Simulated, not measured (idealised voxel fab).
process module | voxel tone inversion
cross-section cut | 275 nm wide | cells 5 nm
A cross-section is a grid of square cells, given in bands from the top down. A band is one or more rows of cells.
Each band's line starts with the height of the band's top and of its bottom, in nm. Then come its materials from left to right, each with its width in nm. One material with "throughout" fills the band from edge to edge. "air" is empty space.
Height 0 is the level under which the wafer as received is all one material. The lowest band goes on downwards, as in "0 down".
A width such as "30 to 40" changes by the same amount from each row of cells to the next, from the band's top row to its bottom row.
"no change" after a step means that no cell of the cross-section changed.
closed voids: empty space of 8 cells or more with no open way to the top, each as width x height at its distance from the left edge, in nm
after a step's settings: what the simulator itself notes on the step
overlay nm, on a step with a mask: how far to the right of its planned place the mask lay; to the left if negative
plan
1 op RECEIVE | material Si
2 op CONFORMAL_DEP | material SiCN | thk nm 5
3 op DIRECTIONAL_DEP | material aC | thk nm 25
4 op PATTERN | tone cover | mask id POSTS | material resist | width nm 25 | pitch nm 55 | thk nm 30 | overlay nm 0
5 op DIRECTIONAL_ETCH | etch materials aC | depth nm 25
6 op STRIP | etch materials resist
7 op FILL_DEP | material SiO2 | thk nm 10
8 op CMP | height nm 30
9 op STRIP | etch materials aC
first wafer, as planned
as received, after step 1
  0 down: Si throughout
  closed voids: none
after step 2
  5 to 0: SiCN throughout
  below 0: unchanged
after step 3
  30 to 5: aC throughout
  below 5: unchanged
after step 4
  60 to 30: air 40 | resist 25 | air 30 | resist 25 | air 30 | resist 25 | air 30 | resist 25 | air 45
  below 30: unchanged
after step 5
  35 to 30: air 40 | resist 25 | air 30 | resist 25 | air 30 | resist 25 | air 30 | resist 25 | air 45
  30 to 5: air 40 | aC 25 | air 30 | aC 25 | air 30 | aC 25 | air 30 | aC 25 | air 45
  below 5: unchanged
after step 6
  30 to 5: air 40 | aC 25 | air 30 | aC 25 | air 30 | aC 25 | air 30 | aC 25 | air 45
  below 5: unchanged
after step 7
  40 to 30: SiO2 throughout
  30 to 5: SiO2 40 | aC 25 | SiO2 30 | aC 25 | SiO2 30 | aC 25 | SiO2 30 | aC 25 | SiO2 45
  below 5: unchanged
after step 8
  30 to 5: SiO2 40 | aC 25 | SiO2 30 | aC 25 | SiO2 30 | aC 25 | SiO2 30 | aC 25 | SiO2 45
  below 5: unchanged
after step 9
  30 to 5: SiO2 40 | air 25 | SiO2 30 | air 25 | SiO2 30 | air 25 | SiO2 30 | air 25 | SiO2 45
  below 5: unchanged
second wafer: like start, like plan, one mistake. Through step 3 it matches the first wafer
when step 4 should have ended
  60 to 30: air 35 | resist 35 | air 20 | resist 35 | air 20 | resist 35 | air 20 | resist 35 | air 40
  below 30: unchanged
when step 5 should have ended
  35 to 30: air 35 | resist 35 | air 20 | resist 35 | air 20 | resist 35 | air 20 | resist 35 | air 40
  30 to 5: air 35 | aC 35 | air 20 | aC 35 | air 20 | aC 35 | air 20 | aC 35 | air 40
  below 5: unchanged
when step 6 should have ended
  30 to 5: air 35 | aC 35 | air 20 | aC 35 | air 20 | aC 35 | air 20 | aC 35 | air 40
  below 5: unchanged
when step 7 should have ended
  40 to 30: SiO2 throughout
  30 to 5: SiO2 35 | aC 35 | SiO2 20 | aC 35 | SiO2 20 | aC 35 | SiO2 20 | aC 35 | SiO2 40
  below 5: unchanged
when step 8 should have ended
  30 to 5: SiO2 35 | aC 35 | SiO2 20 | aC 35 | SiO2 20 | aC 35 | SiO2 20 | aC 35 | SiO2 40
  below 5: unchanged
when step 9 should have ended
  30 to 5: SiO2 35 | air 35 | SiO2 20 | air 35 | SiO2 20 | air 35 | SiO2 20 | air 35 | SiO2 40
  below 5: unchanged
what went wrong: step 4 ran as: op PATTERN | tone cover | mask id POSTS | material resist | width nm 35 | pitch nm 55 | thk nm 30 | overlay nm 0
at the end the second wafer has, in cells: 40 fewer of SiO2
